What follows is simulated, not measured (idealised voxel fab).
process module | voxel spacer lines
cross-section cut | 245 nm wide | cells 5 nm
A cross-section is a grid of square cells, given in bands from the top down. A band is one or more rows of cells.
Each band's line starts with the height of the band's top and of its bottom, in nm. Then come its materials from left to right, each with its width in nm. One material with "throughout" fills the band from edge to edge. "air" is empty space.
Height 0 is the level under which the wafer as received is all one material. The lowest band goes on downwards, as in "0 down".
A width such as "30 to 40" changes by the same amount from each row of cells to the next, from the band's top row to its bottom row.
"no change" after a step means that no cell of the cross-section changed.
closed voids: empty space of 8 cells or more with no open way to the top, each as width x height at its distance from the left edge, in nm
after a step's settings: what the simulator itself notes on the step
overlay nm, on a step with a mask: how far to the right of its planned place the mask lay; to the left if negative
plan
1 op RECEIVE | material Si
2 op CONFORMAL_DEP | material Al2O3 | thk nm 10
3 op DIRECTIONAL_DEP | material TiN | thk nm 10
4 op DIRECTIONAL_DEP | material aC | thk nm 20
5 op PATTERN | tone cover | mask id MANDREL | material resist | width nm 20 | pitch nm 70 | thk nm 30 | overlay nm 0
6 op DIRECTIONAL_ETCH | etch materials aC | depth nm 20
7 op STRIP | etch materials resist
8 op CONFORMAL_DEP | material SiO2 | thk nm 15
9 op DIRECTIONAL_ETCH | etch materials SiO2 | depth nm 15
10 op STRIP | etch materials aC
11 op DIRECTIONAL_ETCH | etch materials TiN | depth nm 10
12 op STRIP | etch materials SiO2
as received, after step 1
  0 down: Si throughout
  closed voids: none
a wafer at the end: this start, this plan, one mistake
  20 to 10: air 35 | TiN 5 | air 20 | TiN 5 | air 40 | TiN 5 | air 20 | TiN 5 | air 40 | TiN 5 | air 20 | TiN 5 | air 40
  10 to 0: Al2O3 throughout
  0 down: Si throughout
  closed voids: none
what went wrong: step 8 ran as: op CONFORMAL_DEP | material SiO2 | thk nm 5
